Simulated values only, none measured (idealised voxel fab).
process module | voxel wiring stack
cross-section cut | 285 nm wide | cells 5 nm
A cross-section is a grid of square cells, given in bands from the top down. A band is one or more rows of cells.
Each band's line starts with the height of the band's top and of its bottom, in nm. Then come its materials from left to right, each with its width in nm. One material with "throughout" fills the band from edge to edge. "air" is empty space.
Height 0 is the level under which the wafer as received is all one material. The lowest band goes on downwards, as in "0 down".
A width such as "30 to 40" changes by the same amount from each row of cells to the next, from the band's top row to its bottom row.
"no change" after a step means that no cell of the cross-section changed.
closed voids: empty space of 8 cells or more with no open way to the top, each as width x height at its distance from the left edge, in nm
after a step's settings: what the simulator itself notes on the step
overlay nm, on a step with a mask: how far to the right of its planned place the mask lay; to the left if negative
plan
1 op RECEIVE | material Si
2 op CONFORMAL_DEP | material SiO2 | thk nm 15
3 op DIRECTIONAL_DEP | material TiN | thk nm 5
4 op DIRECTIONAL_DEP | material Ru | thk nm 15
5 op PATTERN | tone cover | mask id METAL_1 | material resist | width nm 25 | pitch nm 40 | thk nm 20 | overlay nm 0
6 op DIRECTIONAL_ETCH | etch materials Ru | depth nm 15
7 op DIRECTIONAL_ETCH | etch materials TiN | depth nm 5
8 op STRIP | etch materials resist
9 op CONFORMAL_DEP | material SiCN | thk nm 5
10 op FILL_DEP | material SiO2 | thk nm 10
11 op CMP | height nm 35
12 op CONFORMAL_DEP | material SiCN | thk nm 5
13 op DIRECTIONAL_DEP | material SiO2 | thk nm 25
14 op PATTERN | tone open | mask id METAL_2_HOLES | material resist | width nm 15 | pitch nm 40 | thk nm 20 | overlay nm 0
15 op DIRECTIONAL_ETCH | etch materials SiO2 | depth nm 25
16 op STRIP | etch materials resist
17 op DIRECTIONAL_DEP | material aC | thk nm 10
18 op PATTERN | tone open | mask id METAL_2 | material resist | width nm 25 | pitch nm 40 | thk nm 25 | overlay nm 0
19 op DIRECTIONAL_ETCH | etch materials aC | depth nm 10
20 op STRIP | etch materials resist
21 op DIRECTIONAL_ETCH | etch materials SiO2 | depth nm 15
22 op DIRECTIONAL_ETCH | etch materials SiCN | depth nm 5
23 op STRIP | etch materials aC
24 op CONFORMAL_DEP | material TiN | thk nm 5
25 op FILL_DEP | material Ru | thk nm 10
26 op CMP | height nm 65
27 op CONFORMAL_DEP | material SiN | thk nm 5
as received, after step 1
  0 down: Si throughout
  closed voids: none
first wafer at the end, as planned
  70 to 65: SiN throughout
  65 to 55: SiO2 90 | TiN 5 | Ru 15 | TiN 5 | SiO2 15 | TiN 5 | Ru 15 | TiN 5 | SiO2 15 | TiN 5 | Ru 15 | TiN 5 | SiO2 90
  55 to 50: SiO2 90 | TiN 5 | Ru 5 | TiN 15 | SiO2 15 | TiN 5 | Ru 5 | TiN 15 | SiO2 15 | TiN 5 | Ru 5 | TiN 15 | SiO2 90
  50 to 40: SiO2 90 | TiN 5 | Ru 5 | TiN 5 | SiO2 25 | TiN 5 | Ru 5 | TiN 5 | SiO2 25 | TiN 5 | Ru 5 | TiN 5 | SiO2 100
  40 to 35: SiCN 90 | TiN 15 | SiCN 25 | TiN 15 | SiCN 25 | TiN 15 | SiCN 100
  35 to 20: SiO2 85 | SiCN 5 | Ru 25 | SiCN 5 | SiO2 5 | SiCN 5 | Ru 25 | SiCN 5 | SiO2 5 | SiCN 5 | Ru 25 | SiCN 5 | SiO2 85
  20 to 15: SiCN 90 | TiN 25 | SiCN 15 | TiN 25 | SiCN 15 | TiN 25 | SiCN 90
  15 to 0: SiO2 throughout
  0 down: Si throughout
  closed voids: none
second wafer at the end: like start, like plan, one mistake
  70 to 65: SiN throughout
  65 to 55: SiO2 90 | TiN 5 | Ru 5 | TiN 5 | SiO2 25 | TiN 5 | Ru 5 | TiN 5 | SiO2 25 | TiN 5 | Ru 5 | TiN 5 | SiO2 100
  55 to 50: SiCN 90 | TiN 15 | SiCN 25 | TiN 15 | SiCN 25 | TiN 15 | SiCN 100
  50 to 40: SiO2 throughout
  40 to 35: SiO2 85 | SiCN 35 | SiO2 5 | SiCN 35 | SiO2 5 | SiCN 35 | SiO2 85
  35 to 20: SiO2 85 | SiCN 5 | Ru 25 | SiCN 5 | SiO2 5 | SiCN 5 | Ru 25 | SiCN 5 | SiO2 5 | SiCN 5 | Ru 25 | SiCN 5 | SiO2 85
  20 to 15: SiCN 90 | TiN 25 | SiCN 15 | TiN 25 | SiCN 15 | TiN 25 | SiCN 90
  15 to 0: SiO2 throughout
  0 down: Si throughout
  closed voids: none
what went wrong: step 11 was left out
at the end the second wafer has, in cells: 21 fewer of Ru | 21 more of SiCN | 24 more of SiO2 | 24 fewer of TiN
